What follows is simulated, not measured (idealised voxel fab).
The name of this process module is voxel plated lines.
It is cross-section cut that appears here, measuring 240 nm in width, its square cells being 5 nm in size.
Bands, listed from the top down, are how a cross-section gets written in this document; the cross-section itself is a grid of square cells, and a band is one or more rows of them. Top height, bottom height, nm. Materials left to right, width each, nm. Single material + "throughout" = fills band edge to edge. "empty" = empty. All heights in this document are referenced to 0, defined as the level beneath which the wafer, as received, consists entirely of one material. The lowest band is not bounded below; it extends indefinitely downward and is written in the form "0..down". With a width like "30..40", each row of cells in the band differs from the next by the same amount, the top row carrying the first number and the bottom row the second. Step marked "no change occurred"? Then no cell in the cross-section changed in it. If an empty space has no open way to the top and is at least 8 cells in size, "Closed-off voids" lists it, written width x height at distance, where distance is measured from the left edge and every value is in nm. Past the settings on a step's line: simulator remark, on that step. overlay nm: for a step with a mask, the amount by which the mask lay right of where it was planned; a negative amount means left of it.

PROCESS STEPS - PLAN
1 RECEIVE, material Si
2 CONFORMAL_DEP, material SiO2, thk nm 5
3 DIRECTIONAL_DEP, material TiN, thk nm 5
4 PATTERN, tone open, mask id LINES, material resist, width nm 30, pitch nm 45, thk nm 35, overlay nm 0
5 EPI, material Ru, thk nm 10
6 EPI, material Ru, thk nm 10
7 EPI, material Ru, thk nm 10
8 STRIP, etch materials resist
9 DIRECTIONAL_ETCH, etch materials TiN, depth nm 5
10 CONFORMAL_DEP, material SiCN, thk nm 5

CROSS-SECTIONAL VIEW OF THE WAFER IN ITS AS-RECEIVED CONDITION, CORRESPONDING TO THE STATE AFTER STEP 1
	0..down: Si throughout
	Closed-off voids: none

END-OF-MODULE XS, FIRST OF TWO WAFERS, RUN AS PLANNED
	45..40: empty 55 nm | SiCN 40 nm | empty 5 nm | SiCN 40 nm | empty 5 nm | SiCN 40 nm | empty 55 nm
	40..10: empty 55 nm | SiCN 5 nm | Ru 30 nm | SiCN 5 nm | empty 5 nm | SiCN 5 nm | Ru 30 nm | SiCN 5 nm | empty 5 nm | SiCN 5 nm | Ru 30 nm | SiCN 5 nm | empty 55 nm
	10..5: SiCN 60 nm | TiN 30 nm | SiCN 15 nm | TiN 30 nm | SiCN 15 nm | TiN 30 nm | SiCN 60 nm
	5..0: SiO2 throughout
	0..down: Si throughout
	Closed-off voids: none

WAFER TWO (OF TWO), END-OF-MODULE CROSS-SECTION: START = WAFER ONE, PLAN = WAFER ONE, ONE RUN MISTAKE
	45..40: empty 50 nm | SiCN 140 nm | empty 50 nm
	40..30: empty 50 nm | SiCN 5..10 nm | Ru 40..30 nm | SiCN 5..15 nm | Ru 40..30 nm | SiCN 5..15 nm | Ru 40..30 nm | SiCN 5..10 nm | empty 50 nm
	30..15: empty 55 nm | SiCN 5 nm | Ru 30 nm | SiCN 5 nm | empty 5 nm | SiCN 5 nm | Ru 30 nm | SiCN 5 nm | empty 5 nm | SiCN 5 nm | Ru 30 nm | SiCN 5 nm | empty 55 nm
	15..10: empty 50 nm | SiCN 10 nm | Ru 30 nm | SiCN 15 nm | Ru 30 nm | SiCN 15 nm | Ru 30 nm | SiCN 10 nm | empty 50 nm
	10..5: SiCN 55 nm | TiN 40 nm | SiCN 5 nm | TiN 40 nm | SiCN 5 nm | TiN 40 nm | SiCN 55 nm
	5..0: SiO2 throughout
	0..down: Si throughout
	Closed-off voids: none
Short version of what went wrong: rather than as planned, step 4 actually ran as PATTERN, tone open, mask id LINES, material resist, width nm 30, pitch nm 45, thk nm 25, overlay nm 0
Final comparison by cell count, materials where the second wafer has more or fewer than the first: Ru +6; SiCN +4; TiN +6
